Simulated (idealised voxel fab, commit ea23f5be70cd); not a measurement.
process module | voxel released beams
cross-section cut | 280 nm wide | cells 5 nm
A cross-section is a grid of square cells, given in bands from the top down. A band is one or more rows of cells.
Each band's line starts with the height of the band's top and of its bottom, in nm. Then come its materials from left to right, each with its width in nm. One material with "throughout" fills the band from edge to edge. "air" is empty space.
Height 0 is the level under which the wafer as received is all one material. The lowest band goes on downwards, as in "0 down".
A width such as "30 to 40" changes by the same amount from each row of cells to the next, from the band's top row to its bottom row.
"no change" after a step means that no cell of the cross-section changed.
closed voids: empty space of 8 cells or more with no open way to the top, each as width x height at its distance from the left edge, in nm
after a step's settings: what the simulator itself notes on the step
overlay nm, on a step with a mask: how far to the right of its planned place the mask lay; to the left if negative
plan
1 op RECEIVE | material Si
2 op CONFORMAL_DEP | material SiN | thk nm 5
3 op DIRECTIONAL_DEP | material SiO2 | thk nm 20
4 op PATTERN | tone open | mask id ANCHOR | material resist | width nm 30 | thk nm 15 | overlay nm -15
5 op DIRECTIONAL_ETCH | etch materials SiO2 | depth nm 20
6 op STRIP | etch materials resist
7 op CONFORMAL_DEP | material TiN | thk nm 10
8 op DIRECTIONAL_DEP | material aC | thk nm 10
9 op PATTERN | tone cover | mask id BEAM | material resist | width nm 105 | thk nm 30 | overlay nm 0
10 op DIRECTIONAL_ETCH | etch materials aC | depth nm 10
11 op STRIP | etch materials resist
12 op DIRECTIONAL_ETCH | etch materials TiN | depth nm 10
13 op STRIP | etch materials aC
14 op STRIP | etch materials SiO2
varied across the wafers: overlay nm of step 4. The plan shows the first wafer's value. All wafers start alike
first wafer as received, after step 1
  0 down: Si throughout
  closed voids: none
first wafer at the end, after step 14
  35 to 25: air 95 | TiN 95 | air 90
  25 to 15: air 75 | TiN 10 | air 10 | TiN 10 | air 175
  15 to 5: air 75 | TiN 30 | air 175
  5 to 0: SiN throughout
  0 down: Si throughout
  closed voids: none
last wafer at the end
  35 to 25: air 85 | TiN 30 | air 10 | TiN 65 | air 90
  25 to 15: air 105 | TiN 10 | air 10 | TiN 10 | air 145
  15 to 5: air 105 | TiN 30 | air 145
  5 to 0: SiN throughout
  0 down: Si throughout
  closed voids: none
each wafer at the end: cells of each material gained (+) or lost (-) since it was received, then its closed voids
overlay nm -15 | +56 SiN | +58 TiN | closed voids: none
overlay nm -10 | +56 SiN | +58 TiN | closed voids: none
overlay nm -5 | +56 SiN | +58 TiN | closed voids: none
overlay nm 0 | +56 SiN | +58 TiN | closed voids: none
overlay nm 5 | +56 SiN | +58 TiN | closed voids: none
overlay nm 10 | +56 SiN | +58 TiN | closed voids: none
overlay nm 15 | +56 SiN | +58 TiN | closed voids: none
